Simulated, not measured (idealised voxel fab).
process module | voxel tone inversion
cross-section cut | 250 nm wide | cells 5 nm
A cross-section is a grid of square cells, given in bands from the top down. A band is one or more rows of cells.
Each band's line starts with the height of the band's top and of its bottom, in nm. Then come its materials from left to right, each with its width in nm. One material with "throughout" fills the band from edge to edge. "air" is empty space.
Height 0 is the level under which the wafer as received is all one material. The lowest band goes on downwards, as in "0 down".
A width such as "30 to 40" changes by the same amount from each row of cells to the next, from the band's top row to its bottom row.
"no change" after a step means that no cell of the cross-section changed.
closed voids: empty space of 8 cells or more with no open way to the top, each as width x height at its distance from the left edge, in nm
after a step's settings: what the simulator itself notes on the step
overlay nm, on a step with a mask: how far to the right of its planned place the mask lay; to the left if negative
plan
1 op RECEIVE | material Si
2 op CONFORMAL_DEP | material SiN | thk nm 5
3 op DIRECTIONAL_DEP | material polySi | thk nm 15
4 op PATTERN | tone cover | mask id POSTS | material resist | width nm 15 | pitch nm 45 | thk nm 20 | overlay nm 0
5 op DIRECTIONAL_ETCH | etch materials polySi | depth nm 15
6 op STRIP | etch materials resist
7 op FILL_DEP | material SiO2 | thk nm 5
8 op CMP | height nm 20
9 op STRIP | etch materials polySi
10 op CONFORMAL_DEP | material TiN | thk nm 5
11 op FILL_DEP | material Ru | thk nm 10
12 op CMP | height nm 20
13 op CONFORMAL_DEP | material SiN | thk nm 5
as received, after step 1
  0 down: Si throughout
  closed voids: none
a wafer at the end: this start, this plan, one mistake
  25 to 20: SiN throughout
  20 to 10: Ru 45 | TiN 5 | SiO2 15 | TiN 5 | Ru 20 | TiN 5 | SiO2 15 | TiN 5 | Ru 20 | TiN 5 | SiO2 15 | TiN 5 | Ru 20 | TiN 5 | SiO2 15 | TiN 5 | Ru 45
  10 to 5: TiN 50 | SiO2 15 | TiN 30 | SiO2 15 | TiN 30 | SiO2 15 | TiN 30 | SiO2 15 | TiN 50
  5 to 0: SiN throughout
  0 down: Si throughout
  closed voids: none
what went wrong: step 4 ran as: op PATTERN | tone open | mask id POSTS | material resist | width nm 15 | pitch nm 45 | thk nm 20 | overlay nm 0
